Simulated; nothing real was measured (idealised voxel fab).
Title: Process Module voxel ribs on slabs
Square cells of 5 nm make up the cross-section cut, whose width is 285 nm.
Bands, listed from the top down, are how a cross-section gets written in this document; the cross-section itself is a grid of square cells, and a band is one or more rows of them. A band entry consists of two parts. The first gives the height of the band's top and the height of its bottom, in nm. The rest lists the band's materials from left to right, each with its width in nm. A single material labelled with the word "all across" fills the band from edge to edge, and the word "blank" marks empty space. Zero point of the height axis is 0; under it, received wafer = one material. Lowest band: continues down indefinitely, "0 down". With a width like "30 to 40", each row of cells in the band differs from the next by the same amount, the top row carrying the first number and the bottom row the second. "remained the same" for a step: no cell of the cross-section changed in that step. Empty spaces without an open route to the top, at least 8 cells in extent, make up the entry "Tabulated closed voids"; each is given as width x height at distance, where the distance is measured from the left edge, and all are in nm. The remark found on a step's line after its settings is issued by the simulator itself and pertains to that step. "overlay nm" denotes, for a step that has a mask, the displacement of the mask to the right of its planned place, with negative values corresponding to the left.

These are the steps we planned for the process
1: RECEIVE with material Si
2: DIRECTIONAL_DEP with material SiO2, thk nm 25
3: DIRECTIONAL_DEP with material SiN, thk nm 15
4: PATTERN with tone cover, mask id RIB, material resist, width nm 30, thk nm 15, overlay nm 0
5: DIRECTIONAL_ETCH with etch materials SiN, depth nm 10
6: STRIP with etch materials resist
7: MASKED_ETCH with tone cover, mask id SLAB, width nm 70, etch materials SiN, depth nm 5, overlay nm 0
8: FILL_DEP with material SiO2, thk nm 25
9: CMP with height nm 60
10: DIRECTIONAL_DEP with material TiN, thk nm 10
11: DIRECTIONAL_DEP with material aC, thk nm 10
12: PATTERN with tone cover, mask id HEATER, material resist, width nm 40, thk nm 30, overlay nm 0
13: DIRECTIONAL_ETCH with etch materials aC, depth nm 10
14: STRIP with etch materials resist
15: DIRECTIONAL_ETCH with etch materials TiN, depth nm 10
16: STRIP with etch materials aC
17: CONFORMAL_DEP with material SiN, thk nm 5

First of two wafers, processed according to plan

As-received wafer cross-section (after step 1)
  0 down: Si all across
  Tabulated closed voids: none

After step 2
  25 to 0: SiO2 all across
  Below 0, no change.

After step 3
  40 to 25: SiN all across
  Below 25, no change.

After step 4
  55 to 40: blank (125), then resist (30), then blank (130)
  Below 40, no change.

After step 5
  55 to 40: blank (125), then resist (30), then blank (130)
  40 to 30: blank (125), then SiN (30), then blank (130)
  Below 30, no change.

After step 6
  40 to 30: blank (125), then SiN (30), then blank (130)
  Below 30, no change.

After step 7
  40 to 30: blank (125), then SiN (30), then blank (130)
  30 to 25: blank (105), then SiN (70), then blank (110)
  Below 25, no change.

After step 8
  65 to 40: SiO2 all across
  40 to 30: SiO2 (125), then SiN (30), then SiO2 (130)
  30 to 25: SiO2 (105), then SiN (70), then SiO2 (110)
  Below 25, no change.

After step 9
  60 to 40: SiO2 all across
  Below 40, no change.

After step 10
  70 to 60: TiN all across
  Below 60, no change.

After step 11
  80 to 70: aC all across
  Below 70, no change.

After step 12
  110 to 80: blank (120), then resist (40), then blank (125)
  Below 80, no change.

After step 13
  100 to 80: blank (120), then resist (40), then blank (125)
  80 to 70: blank (120), then aC (40), then blank (125)
  Below 70, no change.

After step 14
  80 to 70: blank (120), then aC (40), then blank (125)
  Below 70, no change.

After step 15
  80 to 70: blank (120), then aC (40), then blank (125)
  70 to 60: blank (120), then TiN (40), then blank (125)
  Below 60, no change.

After step 16
  70 to 60: blank (120), then TiN (40), then blank (125)
  Below 60, no change.

After step 17
  75 to 70: blank (115), then SiN (50), then blank (120)
  70 to 65: blank (115), then SiN (5), then TiN (40), then SiN (5), then blank (120)
  65 to 60: SiN (120), then TiN (40), then SiN (125)
  Below 60, no change.

Second wafer, same starting conditions and recipe as the first, one mistake in executing it, nothing differs from the first up to and including step 2

Cross-section, second wafer, at the end time the plan gives for step 3
  55 to 25: SiN all across
  Below 25, no change.

Cross-section, second wafer, at the end time the plan gives for step 4
  70 to 55: blank (125), then resist (30), then blank (130)
  Below 55, no change.

Cross-section, second wafer, at the end time the plan gives for step 5
  70 to 55: blank (125), then resist (30), then blank (130)
  55 to 45: blank (125), then SiN (30), then blank (130)
  Below 45, no change.

Cross-section, second wafer, at the end time the plan gives for step 6
  55 to 45: blank (125), then SiN (30), then blank (130)
  Below 45, no change.

Cross-section, second wafer, at the end time the plan gives for step 7
  55 to 45: blank (125), then SiN (30), then blank (130)
  45 to 40: blank (105), then SiN (70), then blank (110)
  Below 40, no change.

Cross-section, second wafer, at the end time the plan gives for step 8
  80 to 55: SiO2 all across
  55 to 45: SiO2 (125), then SiN (30), then SiO2 (130)
  45 to 40: SiO2 (105), then SiN (70), then SiO2 (110)
  Below 40, no change.

Cross-section, second wafer, at the end time the plan gives for step 9
  60 to 55: SiO2 all across
  Below 55, no change.

Cross-section, second wafer, at the end time the plan gives for step 10
  70 to 60: TiN all across
  Below 60, no change.

Cross-section, second wafer, at the end time the plan gives for step 11
  80 to 70: aC all across
  Below 70, no change.

Cross-section, second wafer, at the end time the plan gives for step 12
  110 to 80: blank (120), then resist (40), then blank (125)
  Below 80, no change.

Cross-section, second wafer, at the end time the plan gives for step 13
  100 to 80: blank (120), then resist (40), then blank (125)
  80 to 70: blank (120), then aC (40), then blank (125)
  Below 70, no change.

Cross-section, second wafer, at the end time the plan gives for step 14
  80 to 70: blank (120), then aC (40), then blank (125)
  Below 70, no change.

Cross-section, second wafer, at the end time the plan gives for step 15
  80 to 70: blank (120), then aC (40), then blank (125)
  70 to 60: blank (120), then TiN (40), then blank (125)
  Below 60, no change.

Cross-section, second wafer, at the end time the plan gives for step 16
  70 to 60: blank (120), then TiN (40), then blank (125)
  Below 60, no change.

Cross-section, second wafer, at the end time the plan gives for step 17
  75 to 70: blank (115), then SiN (50), then blank (120)
  70 to 65: blank (115), then SiN (5), then TiN (40), then SiN (5), then blank (120)
  65 to 60: SiN (120), then TiN (40), then SiN (125)
  Below 60, no change.
What was done differently from what was planned? heads up, step 3 of the plan got done twice
FYI, end of process, the second wafer has more or fewer cells of some materials than the first: SiN: 171 more, SiO2: 171 fewer
